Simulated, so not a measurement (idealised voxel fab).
The name of this process module is voxel quadruple lines.
The cross-section on display is named cut; it measures 185 nm wide, and its cells are 5 nm squares.
Cross-section, as written here: a square-cell grid given band by band from the top down, where a band holds one or more rows of cells. The band entry comprises the height of the band's top followed by the height of its bottom, expressed in nm, and subsequently the band's materials from left to right, each stated together with its width in nm. Where a single material is marked with the word "throughout", that material fills the band from edge to edge. The word "air" represents empty space. Counting heights begins at 0, where everything beneath is, in the wafer as received, one material. The lowest band has no bottom; it goes on downwards, as "0 down" shows. Think of "30..40" as a width that walks from the first number to the second as you go down the band, top row to bottom row, taking equal-sized steps from row to row. "remained the same" (step): cross-section cells unchanged, all of them. This entry, "Sealed cavities", enumerates those empty regions of no fewer than 8 cells that possess no open connection to the top. Each region is reported in the form width x height at distance, the distance being taken from the left edge, with all three quantities expressed in nm. Step line, after settings: the simulator's comment on this step. The line of a step may include "overlay nm". On a step with a mask, this value is how far to the right of its planned place the mask lay. A negative value means the mask lay to the left. What follows is a series of pairs. Each pair shows a cross-section before one process step and the cross-section after it, and the after view is drawn only down to the lowest band that changed. Beneath each pair is the step that lies between the two, with its settings. Pairs may come from different runs of this module on the same starting wafer, so a pair continues from the one above it only where its entry headed "Cross-section, before" says so.

## Cross-section, before
  60 to 40  aC throughout
  40 to 20  polySi throughout
  20 to 10  Ru throughout
  10 to 0  Al2O3 throughout
  0 down  Si throughout
  Sealed cavities: none

## Result of Step
  90 to 60  air: 45, then resist: 25, then air: 55, then resist: 25, then air: 35
  Everything below 60 is unchanged.
  Sealed cavities: none
So what happened between those two cross-sections up there? PATTERN, tone cover, mask id MANDREL, material resist, width nm 25, pitch nm 80, thk nm 30, overlay nm 5

Cross-section, before: The initial state for this step is given by the after cross-section of the immediately preceding pair.

## Result of Step
  70 to 60  air: 45, then resist: 25, then air: 55, then resist: 25, then air: 35
  60 to 40  air: 45, then aC: 25, then air: 55, then aC: 25, then air: 35
  Everything below 40 is unchanged.
  Sealed cavities: none
So what happened between those two cross-sections up there? DIRECTIONAL_ETCH, etch materials aC, depth nm 20

Cross-section, before: The initial state for this step is given by the after cross-section of the immediately preceding pair.

## Result of Step
  60 to 40  air: 45, then aC: 25, then air: 55, then aC: 25, then air: 35
  Everything below 40 is unchanged.
  Sealed cavities: none
So what happened between those two cross-sections up there? STRIP, etch materials resist

Cross-section, before: The initial state for this step is given by the after cross-section of the immediately preceding pair.

## Result of Step
  75 to 60  air: 30, then SiO2: 55, then air: 25, then SiO2: 55, then air: 20
  60 to 55  air: 30, then SiO2: 15, then aC: 25, then SiO2: 15, then air: 25, then SiO2: 15, then aC: 25, then SiO2: 15, then air: 20
  55 to 40  SiO2: 45, then aC: 25, then SiO2: 55, then aC: 25, then SiO2: 35
  Everything below 40 is unchanged.
  Sealed cavities: none
So what happened between those two cross-sections up there? CONFORMAL_DEP, material SiO2, thk nm 15

Cross-section, before: The initial state for this step is given by the after cross-section of the immediately preceding pair.

## Result of Step
  60 to 40  air: 30, then SiO2: 15, then aC: 25, then SiO2: 15, then air: 25, then SiO2: 15, then aC: 25, then SiO2: 15, then air: 20
  Everything below 40 is unchanged.
  Sealed cavities: none
So what happened between those two cross-sections up there? DIRECTIONAL_ETCH, etch materials SiO2, depth nm 15

Cross-section, before: The initial state for this step is given by the after cross-section of the immediately preceding pair.

## Result of Step
  60 to 40  air: 30, then SiO2: 15, then air: 25, then SiO2: 15, then air: 25, then SiO2: 15, then air: 25, then SiO2: 15, then air: 20
  Everything below 40 is unchanged.
  Sealed cavities: none
So what happened between those two cross-sections up there? STRIP, etch materials aC

Cross-section, before: The initial state for this step is given by the after cross-section of the immediately preceding pair.

## Result of Step
  60 to 40  air: 30, then SiO2: 15, then air: 25, then SiO2: 15, then air: 25, then SiO2: 15, then air: 25, then SiO2: 15, then air: 20
  40 to 20  air: 30, then polySi: 15, then air: 25, then polySi: 15, then air: 25, then polySi: 15, then air: 25, then polySi: 15, then air: 20
  Everything below 20 is unchanged.
  Sealed cavities: none
So what happened between those two cross-sections up there? DIRECTIONAL_ETCH, etch materials polySi, depth nm 20

Cross-section, before: The initial state for this step is given by the after cross-section of the immediately preceding pair.

## Result of Step
  40 to 20  air: 30, then polySi: 15, then air: 25, then polySi: 15, then air: 25, then polySi: 15, then air: 25, then polySi: 15, then air: 20
  Everything below 20 is unchanged.
  Sealed cavities: none
So what happened between those two cross-sections up there? STRIP, etch materials SiO2

Cross-section, before: The initial state for this step is given by the after cross-section of the immediately preceding pair.

## Result of Step
  45 to 40  air: 25, then SiN: 25, then air: 15, then SiN: 25, then air: 15, then SiN: 25, then air: 15, then SiN: 25, then air: 15
  40 to 25  air: 25, then SiN: 5, then polySi: 15, then SiN: 5, then air: 15, then SiN: 5, then polySi: 15, then SiN: 5, then air: 15, then SiN: 5, then polySi: 15, then SiN: 5, then air: 15, then SiN: 5, then polySi: 15, then SiN: 5, then air: 15
  25 to 20  SiN: 30, then polySi: 15, then SiN: 25, then polySi: 15, then SiN: 25, then polySi: 15, then SiN: 25, then polySi: 15, then SiN: 20
  Everything below 20 is unchanged.
  Sealed cavities: none
So what happened between those two cross-sections up there? CONFORMAL_DEP, material SiN, thk nm 5

Cross-section, before: The initial state for this step is given by the after cross-section of the immediately preceding pair.

## Result of Step
  40 to 20  air: 25, then SiN: 5, then polySi: 15, then SiN: 5, then air: 15, then SiN: 5, then polySi: 15, then SiN: 5, then air: 15, then SiN: 5, then polySi: 15, then SiN: 5, then air: 15, then SiN: 5, then polySi: 15, then SiN: 5, then air: 15
  Everything below 20 is unchanged.
  Sealed cavities: none
So what happened between those two cross-sections up there? DIRECTIONAL_ETCH, etch materials SiN, depth nm 5

Cross-section, before: The initial state for this step is given by the after cross-section of the immediately preceding pair.

## Result of Step
  40 to 20  air: 25, then SiN: 5, then air: 15, then SiN: 5, then air: 15, then SiN: 5, then air: 15, then SiN: 5, then air: 15, then SiN: 5, then air: 15, then SiN: 5, then air: 15, then SiN: 5, then air: 15, then SiN: 5, then air: 15
  Everything below 20 is unchanged.
  Sealed cavities: none
So what happened between those two cross-sections up there? STRIP, etch materials polySi

Cross-section, before: The initial state for this step is given by the after cross-section of the immediately preceding pair.

## Result of Step
  40 to 20  air: 25, then SiN: 5, then air: 15, then SiN: 5, then air: 15, then SiN: 5, then air: 15, then SiN: 5, then air: 15, then SiN: 5, then air: 15, then SiN: 5, then air: 15, then SiN: 5, then air: 15, then SiN: 5, then air: 15
  20 to 10  air: 25, then Ru: 5, then air: 15, then Ru: 5, then air: 15, then Ru: 5, then air: 15, then Ru: 5, then air: 15, then Ru: 5, then air: 15, then Ru: 5, then air: 15, then Ru: 5, then air: 15, then Ru: 5, then air: 15
  Everything below 10 is unchanged.
  Sealed cavities: none
So what happened between those two cross-sections up there? DIRECTIONAL_ETCH, etch materials Ru, depth nm 10

Cross-section, before: The initial state for this step is given by the after cross-section of the immediately preceding pair.

## Result of Step
  20 to 10  air: 25, then Ru: 5, then air: 15, then Ru: 5, then air: 15, then Ru: 5, then air: 15, then Ru: 5, then air: 15, then Ru: 5, then air: 15, then Ru: 5, then air: 15, then Ru: 5, then air: 15, then Ru: 5, then air: 15
  Everything below 10 is unchanged.
  Sealed cavities: none
So what happened between those two cross-sections up there? STRIP, etch materials SiN

## Cross-section, before
  40 to 20  air: 25, then polySi: 15, then air: 25, then polySi: 15, then air: 25, then polySi: 15, then air: 25, then polySi: 15, then air: 25
  20 to 10  Ru throughout
  10 to 0  Al2O3 throughout
  0 down  Si throughout
  Sealed cavities: none

## Result of Step
  45 to 40  air: 20, then SiO2: 25, then air: 15, then SiO2: 25, then air: 15, then SiO2: 25, then air: 15, then SiO2: 25, then air: 20
  40 to 25  air: 20, then SiO2: 5, then polySi: 15, then SiO2: 5, then air: 15, then SiO2: 5, then polySi: 15, then SiO2: 5, then air: 15, then SiO2: 5, then polySi: 15, then SiO2: 5, then air: 15, then SiO2: 5, then polySi: 15, then SiO2: 5, then air: 20
  25 to 20  SiO2: 25, then polySi: 15, then SiO2: 25, then polySi: 15, then SiO2: 25, then polySi: 15, then SiO2: 25, then polySi: 15, then SiO2: 25
  Everything below 20 is unchanged.
  Sealed cavities: none
So what happened between those two cross-sections up there? CONFORMAL_DEP, material SiO2, thk nm 5

## Cross-section, before
  60 to 40  aC throughout
  40 to 20  polySi throughout
  20 to 10  Ru throughout
  10 to 0  Al2O3 throughout
  0 down  Si throughout
  Sealed cavities: none

## Result of Step
  90 to 60  resist: 40, then air: 25, then resist: 55, then air: 25, then resist: 40
  Everything below 60 is unchanged.
  Sealed cavities: none
So what happened between those two cross-sections up there? PATTERN, tone open, mask id MANDREL, material resist, width nm 25, pitch nm 80, thk nm 30, overlay nm 0

Cross-section, before: The initial state for this step is given by the after cross-section of the immediately preceding pair.

## Result of Step
  70 to 60  resist: 40, then air: 25, then resist: 55, then air: 25, then resist: 40
  60 to 40  aC: 40, then air: 25, then aC: 55, then air: 25, then aC: 40
  Everything below 40 is unchanged.
  Sealed cavities: none
So what happened between those two cross-sections up there? DIRECTIONAL_ETCH, etch materials aC, depth nm 20

Cross-section, before: The initial state for this step is given by the after cross-section of the immediately preceding pair.

## Result of Step
  60 to 40  aC: 40, then air: 25, then aC: 55, then air: 25, then aC: 40
  Everything below 40 is unchanged.
  Sealed cavities: none
So what happened between those two cross-sections up there? STRIP, etch materials resist

Cross-section, before: The initial state for this step is given by the after cross-section of the immediately preceding pair.

## Result of Step
  75 to 60  SiO2 throughout
  60 to 40  aC: 40, then SiO2: 25, then aC: 55, then SiO2: 25, then aC: 40
  Everything below 40 is unchanged.
  Sealed cavities: none
So what happened between those two cross-sections up there? CONFORMAL_DEP, material SiO2, thk nm 15

Cross-section, before: The initial state for this step is given by the after cross-section of the immediately preceding pair.

## Result of Step
  60 to 40  aC: 40, then SiO2: 25, then aC: 55, then SiO2: 25, then aC: 40
  Everything below 40 is unchanged.
  Sealed cavities: none
So what happened between those two cross-sections up there? DIRECTIONAL_ETCH, etch materials SiO2, depth nm 15

Cross-section, before: The initial state for this step is given by the after cross-section of the immediately preceding pair.

## Result of Step
  60 to 40  air: 40, then SiO2: 25, then air: 55, then SiO2: 25, then air: 40
  Everything below 40 is unchanged.
  Sealed cavities: none
So what happened between those two cross-sections up there? STRIP, etch materials aC

Cross-section, before: The initial state for this step is given by the after cross-section of the immediately preceding pair.

## Result of Step
  60 to 40  air: 40, then SiO2: 25, then air: 55, then SiO2: 25, then air: 40
  40 to 20  air: 40, then polySi: 25, then air: 55, then polySi: 25, then air: 40
  Everything below 20 is unchanged.
  Sealed cavities: none
So what happened between those two cross-sections up there? DIRECTIONAL_ETCH, etch materials polySi, depth nm 20

Cross-section, before: The initial state for this step is given by the after cross-section of the immediately preceding pair.

## Result of Step
  40 to 20  air: 40, then polySi: 25, then air: 55, then polySi: 25, then air: 40
  Everything below 20 is unchanged.
  Sealed cavities: none
So what happened between those two cross-sections up there? STRIP, etch materials SiO2

Cross-section, before: The initial state for this step is given by the after cross-section of the immediately preceding pair.

## Result of Step
  45 to 40  air: 35, then SiN: 35, then air: 45, then SiN: 35, then air: 35
  40 to 25  air: 35, then SiN: 5, then polySi: 25, then SiN: 5, then air: 45, then SiN: 5, then polySi: 25, then SiN: 5, then air: 35
  25 to 20  SiN: 40, then polySi: 25, then SiN: 55, then polySi: 25, then SiN: 40
  Everything below 20 is unchanged.
  Sealed cavities: none
So what happened between those two cross-sections up there? CONFORMAL_DEP, material SiN, thk nm 5

Cross-section, before: The initial state for this step is given by the after cross-section of the immediately preceding pair.

## Result of Step
  40 to 20  air: 35, then SiN: 5, then polySi: 25, then SiN: 5, then air: 45, then SiN: 5, then polySi: 25, then SiN: 5, then air: 35
  Everything below 20 is unchanged.
  Sealed cavities: none
So what happened between those two cross-sections up there? DIRECTIONAL_ETCH, etch materials SiN, depth nm 5

Cross-section, before: The initial state for this step is given by the after cross-section of the immediately preceding pair.

## Result of Step
  40 to 20  air: 35, then SiN: 5, then air: 25, then SiN: 5, then air: 45, then SiN: 5, then air: 25, then SiN: 5, then air: 35
  Everything below 20 is unchanged.
  Sealed cavities: none
So what happened between those two cross-sections up there? STRIP, etch materials polySi

Cross-section, before: The initial state for this step is given by the after cross-section of the immediately preceding pair.

## Result of Step
  40 to 20  air: 35, then SiN: 5, then air: 25, then SiN: 5, then air: 45, then SiN: 5, then air: 25, then SiN: 5, then air: 35
  20 to 10  air: 35, then Ru: 5, then air: 25, then Ru: 5, then air: 45, then Ru: 5, then air: 25, then Ru: 5, then air: 35
  Everything below 10 is unchanged.
  Sealed cavities: none
So what happened between those two cross-sections up there? DIRECTIONAL_ETCH, etch materials Ru, depth nm 10

Cross-section, before: The initial state for this step is given by the after cross-section of the immediately preceding pair.

## Result of Step
  20 to 10  air: 35, then Ru: 5, then air: 25, then Ru: 5, then air: 45, then Ru: 5, then air: 25, then Ru: 5, then air: 35
  Everything below 10 is unchanged.
  Sealed cavities: none
So what happened between those two cross-sections up there? STRIP, etch materials SiN
